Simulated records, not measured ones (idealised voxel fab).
process module | voxel quadruple lines
cross-section cut | 205 nm wide | cells 5 nm
A cross-section is a grid of square cells, given in bands from the top down. A band is one or more rows of cells.
Each band's line starts with the height of the band's top and of its bottom, in nm. Then come its materials from left to right, each with its width in nm. One material with "throughout" fills the band from edge to edge. "air" is empty space.
Height 0 is the level under which the wafer as received is all one material. The lowest band goes on downwards, as in "0 down".
A width such as "30 to 40" changes by the same amount from each row of cells to the next, from the band's top row to its bottom row.
"no change" after a step means that no cell of the cross-section changed.
closed voids: empty space of 8 cells or more with no open way to the top, each as width x height at its distance from the left edge, in nm
after a step's settings: what the simulator itself notes on the step
overlay nm, on a step with a mask: how far to the right of its planned place the mask lay; to the left if negative
plan
1 op RECEIVE | material Si
2 op CONFORMAL_DEP | material SiO2 | thk nm 5
3 op DIRECTIONAL_DEP | material Ru | thk nm 15
4 op DIRECTIONAL_DEP | material polySi | thk nm 15
5 op DIRECTIONAL_DEP | material aC | thk nm 20
6 op PATTERN | tone cover | mask id MANDREL | material resist | width nm 25 | thk nm 25 | overlay nm 0
7 op DIRECTIONAL_ETCH | etch materials aC | depth nm 20
8 op STRIP | etch materials resist
9 op CONFORMAL_DEP | material SiO2 | thk nm 15
10 op DIRECTIONAL_ETCH | etch materials SiO2 | depth nm 15
11 op STRIP | etch materials aC
12 op DIRECTIONAL_ETCH | etch materials polySi | depth nm 15
13 op STRIP | etch materials SiO2
14 op CONFORMAL_DEP | material SiCN | thk nm 5
15 op DIRECTIONAL_ETCH | etch materials SiCN | depth nm 5
16 op STRIP | etch materials polySi
17 op DIRECTIONAL_ETCH | etch materials Ru | depth nm 15
18 op STRIP | etch materials SiCN
19 op FILL_DEP | material lowk | thk nm 5
20 op CMP | height nm 20
as received, after step 1
  0 down: Si throughout
  closed voids: none
first wafer at the end, as planned
  20 to 5: lowk 70 | Ru 5 | lowk 15 | Ru 5 | lowk 15 | Ru 5 | lowk 15 | Ru 5 | lowk 70
  5 to 0: SiO2 throughout
  0 down: Si throughout
  closed voids: none
second wafer at the end: like start, like plan, one mistake
  20 to 5: lowk 75 | Ru 5 | lowk 15 | Ru 5 | lowk 15 | Ru 5 | lowk 15 | Ru 5 | lowk 65
  5 to 0: SiO2 throughout
  0 down: Si throughout
  closed voids: none
what went wrong: step 6 ran as: op PATTERN | tone cover | mask id MANDREL | material resist | width nm 25 | thk nm 25 | overlay nm 5
at the end the second wafer has, in cells: as many of each material as the first, in other places
